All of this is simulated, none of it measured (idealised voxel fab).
The process module that follows is named voxel self aligned vias.
Shown is cross-section cut, with a width of 285 nm and square cells of size 5 nm.
Cross-section spec: square-cell grid; bands listed top down; each band is one or more rows.
Each band's line starts with the height of the band's top and of its bottom, in nm. Then come its materials from left to right, each with its width in nm. One material with "full width" fills the band from edge to edge. "blank" is empty space.
Convention: height 0 is the level below which the wafer, as received, is all one material. The lowest band does not terminate at the bottom but continues downward, represented as "0..down".
The expression "30 to 40" gives the width at the extremes of the band, the first number at its top row of cells and the second at its bottom row, with the width changing by equal amounts from each row to the next in between.
Any step labelled "everything unchanged" changed none of the cells in the cross-section.
Entry "Closed void inventory" = empty spaces >= 8 cells with no open way to the top; each as width x height at distance, distance from left edge, all nm.
On a step's line, text after the settings is the simulator commenting on that step.
The setting "overlay nm" may be written on the line of a step. When the step uses a mask, the value reports how far to the right of the planned place the mask lay, and a negative value reports that it lay to the left.

### So here's the lineup of process steps we planned
step 1: RECEIVE: material Si
step 2: CONFORMAL_DEP: material SiO2, thk nm 15
step 3: CONFORMAL_DEP: material SiCN, thk nm 5
step 4: DIRECTIONAL_DEP: material lowk, thk nm 30
step 5: DIRECTIONAL_DEP: material aC, thk nm 10
step 6: PATTERN: tone open, mask id LINES, material resist, width nm 20, pitch nm 60, thk nm 30, overlay nm 0
step 7: DIRECTIONAL_ETCH: etch materials aC, depth nm 10
step 8: STRIP: etch materials resist
step 9: DIRECTIONAL_ETCH: etch materials lowk, depth nm 30
step 10: STRIP: etch materials aC
step 11: CONFORMAL_DEP: material TiN, thk nm 5
step 12: FILL_DEP: material W, thk nm 10
step 13: CMP: height nm 50
step 14: SELECTIVE_ETCH: etch materials W Ru TiN, depth nm 10
step 15: FILL_DEP: material SiN, thk nm 10
step 16: CMP: height nm 50
step 17: DIRECTIONAL_DEP: material lowk, thk nm 15
step 18: PATTERN: tone open, mask id VIAS, material resist, width nm 40, thk nm 15, overlay nm 0
step 19: DIRECTIONAL_ETCH: etch materials lowk, depth nm 15
step 20: DIRECTIONAL_ETCH: etch materials SiN, depth nm 10
step 21: STRIP: etch materials resist
step 22: CONFORMAL_DEP: material TiN, thk nm 5
step 23: FILL_DEP: material W, thk nm 5
step 24: CMP: height nm 65
step 25: CONFORMAL_DEP: material SiN, thk nm 5

### first wafer, as planned

### Here's what the wafer looked like in cross-section when it arrived - that's after step 1
  0..down: Si full width
  Closed void inventory: none

### Cross-section: wafer state after step 2
  15..0: SiO2 full width
  Below 0 it's all the same as before, nothing changed down there.

### Cross-section: wafer state after step 3
  20..15: SiCN full width
  Below 15 it's all the same as before, nothing changed down there.

### Cross-section: wafer state after step 4
  50..20: lowk full width
  Below 20 it's all the same as before, nothing changed down there.

### Cross-section: wafer state after step 5
  60..50: aC full width
  Below 50 it's all the same as before, nothing changed down there.

### Cross-section: wafer state after step 6
  90..60: resist 100 nm  blank 20 nm  resist 40 nm  blank 20 nm  resist 105 nm
  Below 60 it's all the same as before, nothing changed down there.

### Cross-section: wafer state after step 7
  80..60: resist 100 nm  blank 20 nm  resist 40 nm  blank 20 nm  resist 105 nm
  60..50: aC 100 nm  blank 20 nm  aC 40 nm  blank 20 nm  aC 105 nm
  Below 50 it's all the same as before, nothing changed down there.

### Cross-section: wafer state after step 8
  60..50: aC 100 nm  blank 20 nm  aC 40 nm  blank 20 nm  aC 105 nm
  Below 50 it's all the same as before, nothing changed down there.

### Cross-section: wafer state after step 9
  60..50: aC 100 nm  blank 20 nm  aC 40 nm  blank 20 nm  aC 105 nm
  50..20: lowk 100 nm  blank 20 nm  lowk 40 nm  blank 20 nm  lowk 105 nm
  Below 20 it's all the same as before, nothing changed down there.

### Cross-section: wafer state after step 10
  50..20: lowk 100 nm  blank 20 nm  lowk 40 nm  blank 20 nm  lowk 105 nm
  Below 20 it's all the same as before, nothing changed down there.

### Cross-section: wafer state after step 11
  55..50: TiN 105 nm  blank 10 nm  TiN 50 nm  blank 10 nm  TiN 110 nm
  50..25: lowk 100 nm  TiN 5 nm  blank 10 nm  TiN 5 nm  lowk 40 nm  TiN 5 nm  blank 10 nm  TiN 5 nm  lowk 105 nm
  25..20: lowk 100 nm  TiN 20 nm  lowk 40 nm  TiN 20 nm  lowk 105 nm
  Below 20 it's all the same as before, nothing changed down there.

### Cross-section: wafer state after step 12
  65..55: W full width
  55..50: TiN 105 nm  W 10 nm  TiN 50 nm  W 10 nm  TiN 110 nm
  50..25: lowk 100 nm  TiN 5 nm  W 10 nm  TiN 5 nm  lowk 40 nm  TiN 5 nm  W 10 nm  TiN 5 nm  lowk 105 nm
  Below 25 it's all the same as before, nothing changed down there.

### Cross-section: wafer state after step 13
  50..25: lowk 100 nm  TiN 5 nm  W 10 nm  TiN 5 nm  lowk 40 nm  TiN 5 nm  W 10 nm  TiN 5 nm  lowk 105 nm
  Below 25 it's all the same as before, nothing changed down there.

### Cross-section: wafer state after step 14
  50..40: lowk 100 nm  blank 20 nm  lowk 40 nm  blank 20 nm  lowk 105 nm
  Below 40 it's all the same as before, nothing changed down there.

### Cross-section: wafer state after step 15
  60..50: SiN full width
  50..40: lowk 100 nm  SiN 20 nm  lowk 40 nm  SiN 20 nm  lowk 105 nm
  Below 40 it's all the same as before, nothing changed down there.

### Cross-section: wafer state after step 16
  50..40: lowk 100 nm  SiN 20 nm  lowk 40 nm  SiN 20 nm  lowk 105 nm
  Below 40 it's all the same as before, nothing changed down there.

### Cross-section: wafer state after step 17
  65..50: lowk full width
  Below 50 it's all the same as before, nothing changed down there.

### Cross-section: wafer state after step 18
  80..65: resist 90 nm  blank 40 nm  resist 155 nm
  Below 65 it's all the same as before, nothing changed down there.

### Cross-section: wafer state after step 19
  80..65: resist 90 nm  blank 40 nm  resist 155 nm
  65..50: lowk 90 nm  blank 40 nm  lowk 155 nm
  Below 50 it's all the same as before, nothing changed down there.

### Cross-section: wafer state after step 20
  80..65: resist 90 nm  blank 40 nm  resist 155 nm
  65..50: lowk 90 nm  blank 40 nm  lowk 155 nm
  50..40: lowk 100 nm  blank 20 nm  lowk 40 nm  SiN 20 nm  lowk 105 nm
  Below 40 it's all the same as before, nothing changed down there.

### Cross-section: wafer state after step 21
  65..50: lowk 90 nm  blank 40 nm  lowk 155 nm
  Below 50 it's all the same as before, nothing changed down there.

### Cross-section: wafer state after step 22
  70..65: TiN 95 nm  blank 30 nm  TiN 160 nm
  65..55: lowk 90 nm  TiN 5 nm  blank 30 nm  TiN 5 nm  lowk 155 nm
  55..50: lowk 90 nm  TiN 15 nm  blank 10 nm  TiN 15 nm  lowk 155 nm
  50..45: lowk 100 nm  TiN 5 nm  blank 10 nm  TiN 5 nm  lowk 40 nm  SiN 20 nm  lowk 105 nm
  45..40: lowk 100 nm  TiN 20 nm  lowk 40 nm  SiN 20 nm  lowk 105 nm
  Below 40 it's all the same as before, nothing changed down there.

### Cross-section: wafer state after step 23
  75..70: W full width
  70..65: TiN 95 nm  W 30 nm  TiN 160 nm
  65..55: lowk 90 nm  TiN 5 nm  W 30 nm  TiN 5 nm  lowk 155 nm
  55..50: lowk 90 nm  TiN 15 nm  W 10 nm  TiN 15 nm  lowk 155 nm
  50..45: lowk 100 nm  TiN 5 nm  W 10 nm  TiN 5 nm  lowk 40 nm  SiN 20 nm  lowk 105 nm
  Below 45 it's all the same as before, nothing changed down there.

### Cross-section: wafer state after step 24
  65..55: lowk 90 nm  TiN 5 nm  W 30 nm  TiN 5 nm  lowk 155 nm
  Below 55 it's all the same as before, nothing changed down there.

### Cross-section: wafer state after step 25
  70..65: SiN full width
  Below 65 it's all the same as before, nothing changed down there.

### Now the other wafer: same start, same recipe, but we messed up one thing when running it. Up to and including step 17 it's the same as the first one

### Cross-section of the second wafer corresponding to the planned conclusion of step 18
  80..65: blank 90 nm  resist 40 nm  blank 155 nm
  Below 65 it's all the same as before, nothing changed down there.

### Cross-section of the second wafer corresponding to the planned conclusion of step 19
  80..65: blank 90 nm  resist 40 nm  blank 155 nm
  65..50: blank 90 nm  lowk 40 nm  blank 155 nm
  Below 50 it's all the same as before, nothing changed down there.

### Cross-section of the second wafer corresponding to the planned conclusion of step 20
  80..65: blank 90 nm  resist 40 nm  blank 155 nm
  65..50: blank 90 nm  lowk 40 nm  blank 155 nm
  50..40: lowk 100 nm  SiN 20 nm  lowk 40 nm  blank 20 nm  lowk 105 nm
  Below 40 it's all the same as before, nothing changed down there.

### Cross-section of the second wafer corresponding to the planned conclusion of step 21
  65..50: blank 90 nm  lowk 40 nm  blank 155 nm
  Below 50 it's all the same as before, nothing changed down there.

### Cross-section of the second wafer corresponding to the planned conclusion of step 22
  70..65: blank 85 nm  TiN 50 nm  blank 150 nm
  65..55: blank 85 nm  TiN 5 nm  lowk 40 nm  TiN 5 nm  blank 150 nm
  55..50: TiN 90 nm  lowk 40 nm  TiN 35 nm  blank 10 nm  TiN 110 nm
  50..45: lowk 100 nm  SiN 20 nm  lowk 40 nm  TiN 5 nm  blank 10 nm  TiN 5 nm  lowk 105 nm
  45..40: lowk 100 nm  SiN 20 nm  lowk 40 nm  TiN 20 nm  lowk 105 nm
  Below 40 it's all the same as before, nothing changed down there.

### Cross-section of the second wafer corresponding to the planned conclusion of step 23
  75..70: W full width
  70..65: W 85 nm  TiN 50 nm  W 150 nm
  65..55: W 85 nm  TiN 5 nm  lowk 40 nm  TiN 5 nm  W 150 nm
  55..50: TiN 90 nm  lowk 40 nm  TiN 35 nm  W 10 nm  TiN 110 nm
  50..45: lowk 100 nm  SiN 20 nm  lowk 40 nm  TiN 5 nm  W 10 nm  TiN 5 nm  lowk 105 nm
  Below 45 it's all the same as before, nothing changed down there.

### Cross-section of the second wafer corresponding to the planned conclusion of step 24
  65..55: W 85 nm  TiN 5 nm  lowk 40 nm  TiN 5 nm  W 150 nm
  Below 55 it's all the same as before, nothing changed down there.

### Cross-section of the second wafer corresponding to the planned conclusion of step 25
  70..65: SiN full width
  Below 65 it's all the same as before, nothing changed down there.
Against the plan, the run slipped here: planned and actual differ for step 18; actual: PATTERN: tone cover, mask id VIAS, material resist, width nm 40, thk nm 15, overlay nm 0
Looking at both finished wafers in cells, the second ends up ahead of or behind the first on some materials: TiN +41 | W +82 | lowk -123
